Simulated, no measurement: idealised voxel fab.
process module | voxel transistor to metal
cross-section cut | 150 nm wide | cells 5 nm
A cross-section is a grid of square cells, given in bands from the top down. A band is one or more rows of cells.
Each band's line starts with the height of the band's top and of its bottom, in nm. Then come its materials from left to right, each with its width in nm. One material with "throughout" fills the band from edge to edge. "air" is empty space.
Height 0 is the level under which the wafer as received is all one material. The lowest band goes on downwards, as in "0 down".
A width such as "30 to 40" changes by the same amount from each row of cells to the next, from the band's top row to its bottom row.
"no change" after a step means that no cell of the cross-section changed.
closed voids: empty space of 8 cells or more with no open way to the top, each as width x height at its distance from the left edge, in nm
after a step's settings: what the simulator itself notes on the step
overlay nm, on a step with a mask: how far to the right of its planned place the mask lay; to the left if negative
plan
1 op RECEIVE | material Si
2 op CONFORMAL_DEP | material SiO2 | thk nm 5
3 op CONFORMAL_DEP | material SiN | thk nm 10
4 op PATTERN | tone cover | mask id ACTIVE | material resist | width nm 95 | thk nm 15 | overlay nm 0
5 op DIRECTIONAL_ETCH | etch materials SiN | depth nm 10
6 op DIRECTIONAL_ETCH | etch materials SiO2 | depth nm 5
7 op DIRECTIONAL_ETCH | etch materials Si | depth nm 25
8 op STRIP | etch materials resist
9 op OXIDIZE | depth nm 5
10 op FILL_DEP | material SiO2 | thk nm 10
11 op CMP | height nm 15
12 op SELECTIVE_ETCH | etch materials SiO2 | depth nm 5
13 op STRIP | etch materials SiN
14 op SELECTIVE_ETCH | etch materials SiO2 | depth nm 5
15 op OXIDIZE | depth nm 5
16 op DIRECTIONAL_DEP | material polySi | thk nm 30
17 op DIRECTIONAL_DEP | material SiCN | thk nm 10
18 op MASKED_ETCH | tone cover | mask id GATE | width nm 15 | etch materials SiCN | depth nm 20 | overlay nm 0
19 op MASKED_ETCH | tone cover | mask id GATE | width nm 15 | etch materials polySi | depth nm 40 | overlay nm 0
20 op CONFORMAL_DEP | material SiN | thk nm 10
21 op DIRECTIONAL_ETCH | etch materials SiN | depth nm 10
22 op DIRECTIONAL_ETCH | etch materials SiO2 | depth nm 5
23 op DIRECTIONAL_ETCH | etch materials Si | depth nm 10
24 op EPI | material pSi | thk nm 10
25 op FILL_DEP | material SiO2 | thk nm 5
26 op CMP | height nm 40
27 op DIRECTIONAL_DEP | material SiO2 | thk nm 15
28 op MASKED_ETCH | tone open | mask id CONTACT | width nm 20 | pitch nm 65 | etch materials SiO2 | depth nm 60 | overlay nm 0
29 op CONFORMAL_DEP | material TiN | thk nm 5
30 op FILL_DEP | material Ru | thk nm 5
31 op CMP | height nm 55
32 op CONFORMAL_DEP | material SiCN | thk nm 5
33 op DIRECTIONAL_DEP | material SiO2 | thk nm 20
34 op PATTERN | tone open | mask id METAL_1 | material resist | width nm 20 | pitch nm 65 | thk nm 15 | overlay nm 0
35 op DIRECTIONAL_ETCH | etch materials SiO2 | depth nm 20
36 op DIRECTIONAL_ETCH | etch materials SiCN | depth nm 5
37 op STRIP | etch materials resist
38 op CONFORMAL_DEP | material TiN | thk nm 5
39 op FILL_DEP | material Cu | thk nm 5
40 op CMP | height nm 80
41 op CONFORMAL_DEP | material SiN | thk nm 5
as received, after step 1
  0 down: Si throughout
  closed voids: none
a wafer at the end: this start, this plan, one mistake
  85 to 80: SiN throughout
  80 to 60: Cu 25 | TiN 5 | SiO2 20 | TiN 5 | Cu 35 | TiN 5 | SiO2 20 | TiN 5 | Cu 30
  60 to 55: TiN 30 | SiCN 20 | TiN 45 | SiCN 20 | TiN 35
  55 to 40: SiO2 30 | TiN 5 | Ru 10 | TiN 5 | SiO2 45 | TiN 5 | Ru 10 | TiN 5 | SiO2 35
  40 to 30: SiO2 30 | TiN 5 | Ru 10 | TiN 5 | SiO2 5 | SiN 10 | SiCN 15 | SiN 10 | SiO2 5 | TiN 5 | Ru 10 | TiN 5 | SiO2 35
  30 to 10: SiO2 30 | TiN 5 | Ru 10 | TiN 5 | SiO2 5 | SiN 10 | polySi 15 | SiN 10 | SiO2 5 | TiN 5 | Ru 10 | TiN 5 | SiO2 35
  10 to 5: SiO2 30 | TiN 5 | Ru 5 | TiN 10 | SiO2 5 | SiN 10 | polySi 15 | SiN 10 | SiO2 5 | TiN 10 | Ru 5 | TiN 5 | SiO2 35
  5 to 0: SiO2 20 | SiN 10 | TiN 5 | Ru 5 | TiN 5 | pSi 10 | SiN 10 | polySi 15 | SiN 10 | pSi 10 | TiN 5 | Ru 5 | TiN 5 | SiN 10 | SiO2 25
  0 to -5: SiO2 30 | TiN 15 | pSi 10 | SiO2 35 | pSi 10 | TiN 15 | SiO2 35
  -5 to -15: SiO2 30 | pSi 25 | Si 35 | pSi 25 | SiO2 35
  -15 to -30: SiO2 30 | Si 85 | SiO2 35
  -30 down: Si throughout
  closed voids: none
what went wrong: step 34 ran as: op PATTERN | tone cover | mask id METAL_1 | material resist | width nm 20 | pitch nm 65 | thk nm 15 | overlay nm 0
